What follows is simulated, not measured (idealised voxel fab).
process module | voxel transistor to metal
cross-section cut | 290 nm wide | cells 5 nm
A cross-section is a grid of square cells, given in bands from the top down. A band is one or more rows of cells.
Each band's line starts with the height of the band's top and of its bottom, in nm. Then come its materials from left to right, each with its width in nm. One material with "throughout" fills the band from edge to edge. "air" is empty space.
Height 0 is the level under which the wafer as received is all one material. The lowest band goes on downwards, as in "0 down".
A width such as "30 to 40" changes by the same amount from each row of cells to the next, from the band's top row to its bottom row.
"no change" after a step means that no cell of the cross-section changed.
closed voids: empty space of 8 cells or more with no open way to the top, each as width x height at its distance from the left edge, in nm
after a step's settings: what the simulator itself notes on the step
overlay nm, on a step with a mask: how far to the right of its planned place the mask lay; to the left if negative
plan
1 op RECEIVE | material Si
2 op OXIDIZE | depth nm 5
3 op CONFORMAL_DEP | material SiN | thk nm 10
4 op PATTERN | tone cover | mask id ACTIVE | material resist | width nm 115 | pitch nm 140 | thk nm 15 | overlay nm 0
5 op DIRECTIONAL_ETCH | etch materials SiN | depth nm 10
6 op DIRECTIONAL_ETCH | etch materials SiO2 | depth nm 5
7 op DIRECTIONAL_ETCH | etch materials Si | depth nm 35
8 op STRIP | etch materials resist
9 op FILL_DEP | material SiO2 | thk nm 10
10 op CMP | height nm 10
11 op SELECTIVE_ETCH | etch materials SiO2 | depth nm 10
12 op STRIP | etch materials SiN
13 op SELECTIVE_ETCH | etch materials SiO2 | depth nm 5
14 op OXIDIZE | depth nm 5
15 op DIRECTIONAL_DEP | material polySi | thk nm 20
16 op DIRECTIONAL_DEP | material SiCN | thk nm 15
17 op PATTERN | tone cover | mask id GATE | material resist | width nm 25 | pitch nm 140 | thk nm 15 | overlay nm 0
18 op DIRECTIONAL_ETCH | etch materials SiCN | depth nm 25
19 op DIRECTIONAL_ETCH | etch materials polySi | depth nm 30
20 op STRIP | etch materials resist
21 op CONFORMAL_DEP | material SiN | thk nm 5
22 op DIRECTIONAL_ETCH | etch materials SiN | depth nm 5
23 op DIRECTIONAL_ETCH | etch materials SiO2 | depth nm 5
24 op DIRECTIONAL_ETCH | etch materials Si | depth nm 15
25 op EPI | material nSi | thk nm 20
26 op FILL_DEP | material SiO2 | thk nm 10
27 op CMP | height nm 15
28 op STRIP | etch materials polySi
29 op SELECTIVE_ETCH | etch materials SiO2 | depth nm 5
30 op CONFORMAL_DEP | material HfO2 | thk nm 5
31 op CONFORMAL_DEP | material TiN | thk nm 5
32 op FILL_DEP | material W | thk nm 10
33 op CMP | height nm 10
34 op DIRECTIONAL_DEP | material SiO2 | thk nm 15
35 op MASKED_ETCH | tone open | mask id CONTACT | width nm 15 | etch materials SiO2 | depth nm 30 | overlay nm 0
36 op CONFORMAL_DEP | material TiN | thk nm 5
37 op FILL_DEP | material Ru | thk nm 5
38 op CMP | height nm 25
39 op CONFORMAL_DEP | material SiN | thk nm 5
40 op DIRECTIONAL_DEP | material SiO2 | thk nm 20
41 op DIRECTIONAL_DEP | material aC | thk nm 10
42 op PATTERN | tone open | mask id METAL_1 | material resist | width nm 15 | thk nm 30 | overlay nm 0
43 op DIRECTIONAL_ETCH | etch materials aC | depth nm 10
44 op STRIP | etch materials resist
45 op DIRECTIONAL_ETCH | etch materials SiO2 | depth nm 20
46 op DIRECTIONAL_ETCH | etch materials SiN | depth nm 5
47 op STRIP | etch materials aC
48 op CONFORMAL_DEP | material TiN | thk nm 5
49 op FILL_DEP | material Cu | thk nm 5
50 op CMP | height nm 50
51 op EPI | material Ru | thk nm 5
52 op FILL_DEP | material SiCN | thk nm 5
as received, after step 1
  0 down: Si throughout
  closed voids: none
first wafer at the end, as planned
  60 to 55: SiCN throughout
  55 to 50: SiCN 20 | Ru 25 | SiCN 55 | Ru 25 | SiCN 35 | Ru 25 | SiCN 55 | Ru 25 | SiCN 25
  50 to 30: SiO2 25 | TiN 5 | Cu 5 | TiN 5 | SiO2 65 | TiN 5 | Cu 5 | TiN 5 | SiO2 45 | TiN 5 | Cu 5 | TiN 5 | SiO2 65 | TiN 5 | Cu 5 | TiN 5 | SiO2 30
  30 to 25: SiN 25 | TiN 15 | SiN 65 | TiN 15 | SiN 45 | TiN 15 | SiN 65 | TiN 15 | SiN 30
  25 to 15: SiO2 25 | TiN 5 | Ru 5 | TiN 5 | SiO2 65 | TiN 5 | Ru 5 | TiN 5 | SiO2 45 | TiN 5 | Ru 5 | TiN 5 | SiO2 65 | TiN 5 | Ru 5 | TiN 5 | SiO2 30
  15 to 10: SiO2 25 | TiN 15 | SiO2 65 | TiN 15 | SiO2 45 | TiN 15 | SiO2 65 | TiN 15 | SiO2 30
  10 to 0: SiO2 25 | TiN 10 | nSi 20 | SiN 5 | HfO2 5 | TiN 5 | W 5 | TiN 5 | HfO2 5 | SiN 5 | nSi 20 | TiN 10 | SiO2 45 | TiN 10 | nSi 20 | SiN 5 | HfO2 5 | TiN 5 | W 5 | TiN 5 | HfO2 5 | SiN 5 | nSi 20 | TiN 10 | SiO2 30
  0 to -5: SiO2 25 | TiN 10 | nSi 20 | SiN 5 | HfO2 5 | TiN 15 | HfO2 5 | SiN 5 | nSi 20 | TiN 10 | SiO2 45 | TiN 10 | nSi 20 | SiN 5 | HfO2 5 | TiN 15 | HfO2 5 | SiN 5 | nSi 20 | TiN 10 | SiO2 30
  -5 to -10: SiO2 10 | nSi 45 | HfO2 35 | nSi 45 | SiO2 15 | nSi 45 | HfO2 35 | nSi 45 | SiO2 15
  -10 to -25: SiO2 15 | nSi 40 | Si 35 | nSi 40 | SiO2 25 | nSi 40 | Si 35 | nSi 40 | SiO2 20
  -25 to -40: SiO2 15 | Si 115 | SiO2 25 | Si 115 | SiO2 20
  -40 down: Si throughout
  closed voids: none
second wafer at the end: like start, like plan, one mistake
  60 to 55: SiCN throughout
  55 to 50: SiCN 20 | Ru 25 | SiCN 55 | Ru 25 | SiCN 35 | Ru 25 | SiCN 55 | Ru 25 | SiCN 25
  50 to 30: SiO2 25 | TiN 5 | Cu 5 | TiN 5 | SiO2 65 | TiN 5 | Cu 5 | TiN 5 | SiO2 45 | TiN 5 | Cu 5 | TiN 5 | SiO2 65 | TiN 5 | Cu 5 | TiN 5 | SiO2 30
  30 to 25: SiN 25 | TiN 15 | SiN 65 | TiN 15 | SiN 45 | TiN 15 | SiN 65 | TiN 15 | SiN 30
  25 to 15: SiO2 25 | TiN 5 | Ru 5 | TiN 5 | SiO2 65 | TiN 5 | Ru 5 | TiN 5 | SiO2 45 | TiN 5 | Ru 5 | TiN 5 | SiO2 65 | TiN 5 | Ru 5 | TiN 5 | SiO2 30
  15 to 10: SiO2 25 | TiN 15 | SiO2 65 | TiN 15 | SiO2 45 | TiN 15 | SiO2 65 | TiN 15 | SiO2 30
  10 to 0: SiO2 25 | TiN 10 | nSi 20 | SiN 5 | HfO2 5 | TiN 5 | W 5 | TiN 5 | HfO2 5 | SiN 5 | nSi 20 | TiN 10 | SiO2 45 | TiN 10 | nSi 20 | SiN 5 | HfO2 5 | TiN 5 | W 5 | TiN 5 | HfO2 5 | SiN 5 | nSi 20 | TiN 10 | SiO2 30
  0 to -5: SiO2 10 | nSi 45 | SiN 5 | HfO2 5 | TiN 15 | HfO2 5 | SiN 5 | nSi 45 | SiO2 15 | nSi 45 | SiN 5 | HfO2 5 | TiN 15 | HfO2 5 | SiN 5 | nSi 45 | SiO2 15
  -5 to -10: SiO2 10 | SiN 5 | nSi 40 | HfO2 35 | nSi 40 | SiN 5 | SiO2 15 | SiN 5 | nSi 40 | HfO2 35 | nSi 40 | SiN 5 | SiO2 5 | SiN 5 | SiO2 5
  -10 to -15: SiO2 10 | SiN 5 | SiO2 5 | nSi 35 | Si 35 | nSi 35 | SiO2 5 | SiN 5 | SiO2 15 | SiN 5 | SiO2 5 | nSi 35 | Si 35 | nSi 35 | SiO2 5 | SiN 5 | SiO2 5 | SiN 5 | SiO2 5
  -15 to -20: SiO2 20 | nSi 35 | Si 35 | nSi 35 | SiO2 35 | nSi 35 | Si 35 | nSi 35 | SiO2 25
  -20 to -25: SiO2 15 | Si 5 | nSi 35 | Si 35 | nSi 35 | Si 5 | SiO2 25 | Si 5 | nSi 35 | Si 35 | nSi 35 | Si 5 | SiO2 20
  -25 to -40: SiO2 15 | Si 115 | SiO2 25 | Si 115 | SiO2 20
  -40 down: Si throughout
  closed voids: none
what went wrong: steps 11 and 12 were swapped
at the end the second wafer has, in cells: 4 more of Si | 10 more of SiN | 10 fewer of SiO2 | 8 fewer of TiN | 4 more of nSi
